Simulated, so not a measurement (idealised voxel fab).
process module | voxel gate over fins
cross-section cut | 285 nm wide | cells 5 nm
A cross-section is a grid of square cells, given in bands from the top down. A band is one or more rows of cells.
Each band's line starts with the height of the band's top and of its bottom, in nm. Then come its materials from left to right, each with its width in nm. One material with "throughout" fills the band from edge to edge. "air" is empty space.
Height 0 is the level under which the wafer as received is all one material. The lowest band goes on downwards, as in "0 down".
A width such as "30 to 40" changes by the same amount from each row of cells to the next, from the band's top row to its bottom row.
"no change" after a step means that no cell of the cross-section changed.
closed voids: empty space of 8 cells or more with no open way to the top, each as width x height at its distance from the left edge, in nm
after a step's settings: what the simulator itself notes on the step
overlay nm, on a step with a mask: how far to the right of its planned place the mask lay; to the left if negative
plan
1 op RECEIVE | material Si
2 op CONFORMAL_DEP | material SiN | thk nm 10
3 op MASKED_ETCH | tone cover | mask id FINS | width nm 15 | pitch nm 40 | etch materials SiN | depth nm 10 | overlay nm 0
4 op MASKED_ETCH | tone cover | mask id FINS | width nm 15 | pitch nm 40 | etch materials Si | depth nm 40 | overlay nm 0
5 op OXIDIZE | depth nm 5
6 op FILL_DEP | material SiO2 | thk nm 10
7 op CMP | height nm 10
8 op SELECTIVE_ETCH | etch materials SiO2 | depth nm 25
9 op STRIP | etch materials SiN
10 op CONFORMAL_DEP | material HfO2 | thk nm 5
11 op CONFORMAL_DEP | material TiN | thk nm 5
12 op FILL_DEP | material W | thk nm 15
13 op CMP | height nm 20
14 op CONFORMAL_DEP | material SiN | thk nm 5
as received, after step 1
  0 down: Si throughout
  closed voids: none
first wafer at the end, as planned
  25 to 20: SiN throughout
  20 to 10: W throughout
  10 to 5: W 70 | TiN 25 | W 15 | TiN 25 | W 15 | TiN 25 | W 15 | TiN 25 | W 70
  5 to 0: W 70 | TiN 5 | HfO2 15 | TiN 5 | W 15 | TiN 5 | HfO2 15 | TiN 5 | W 15 | TiN 5 | HfO2 15 | TiN 5 | W 15 | TiN 5 | HfO2 15 | TiN 5 | W 70
  0 to -5: W 70 | TiN 5 | HfO2 5 | Si 5 | HfO2 5 | TiN 5 | W 15 | TiN 5 | HfO2 5 | Si 5 | HfO2 5 | TiN 5 | W 15 | TiN 5 | HfO2 5 | Si 5 | HfO2 5 | TiN 5 | W 15 | TiN 5 | HfO2 5 | Si 5 | HfO2 5 | TiN 5 | W 70
  -5 to -10: TiN 75 | HfO2 5 | Si 5 | HfO2 5 | TiN 25 | HfO2 5 | Si 5 | HfO2 5 | TiN 25 | HfO2 5 | Si 5 | HfO2 5 | TiN 25 | HfO2 5 | Si 5 | HfO2 5 | TiN 75
  -10 to -15: HfO2 80 | Si 5 | HfO2 35 | Si 5 | HfO2 35 | Si 5 | HfO2 35 | Si 5 | HfO2 80
  -15 to -45: SiO2 80 | Si 5 | SiO2 35 | Si 5 | SiO2 35 | Si 5 | SiO2 35 | Si 5 | SiO2 80
  -45 down: Si throughout
  closed voids: none
second wafer at the end: like start, like plan, one mistake
  25 to 20: SiN throughout
  20 to 10: W throughout
  10 to 5: W 70 | TiN 30 | W 10 | TiN 30 | W 10 | TiN 30 | W 10 | TiN 30 | W 65
  5 to 0: W 70 | TiN 5 | HfO2 20 | TiN 5 | W 10 | TiN 5 | HfO2 20 | TiN 5 | W 10 | TiN 5 | HfO2 20 | TiN 5 | W 10 | TiN 5 | HfO2 20 | TiN 5 | W 65
  0 to -5: W 70 | TiN 5 | HfO2 5 | Si 10 | HfO2 5 | TiN 5 | W 10 | TiN 5 | HfO2 5 | Si 10 | HfO2 5 | TiN 5 | W 10 | TiN 5 | HfO2 5 | Si 10 | HfO2 5 | TiN 5 | W 10 | TiN 5 | HfO2 5 | Si 10 | HfO2 5 | TiN 5 | W 65
  -5 to -10: TiN 75 | HfO2 5 | Si 10 | HfO2 5 | TiN 20 | HfO2 5 | Si 10 | HfO2 5 | TiN 20 | HfO2 5 | Si 10 | HfO2 5 | TiN 20 | HfO2 5 | Si 10 | HfO2 5 | TiN 70
  -10 to -15: HfO2 80 | Si 10 | HfO2 30 | Si 10 | HfO2 30 | Si 10 | HfO2 30 | Si 10 | HfO2 75
  -15 to -45: SiO2 80 | Si 10 | SiO2 30 | Si 10 | SiO2 30 | Si 10 | SiO2 30 | Si 10 | SiO2 75
  -45 down: Si throughout
  closed voids: none
what went wrong: step 3 ran as: op MASKED_ETCH | tone cover | mask id FINS | width nm 20 | pitch nm 40 | etch materials SiN | depth nm 10 | overlay nm 0
at the end the second wafer has, in cells: 36 more of Si | 24 fewer of SiO2 | 12 fewer of W
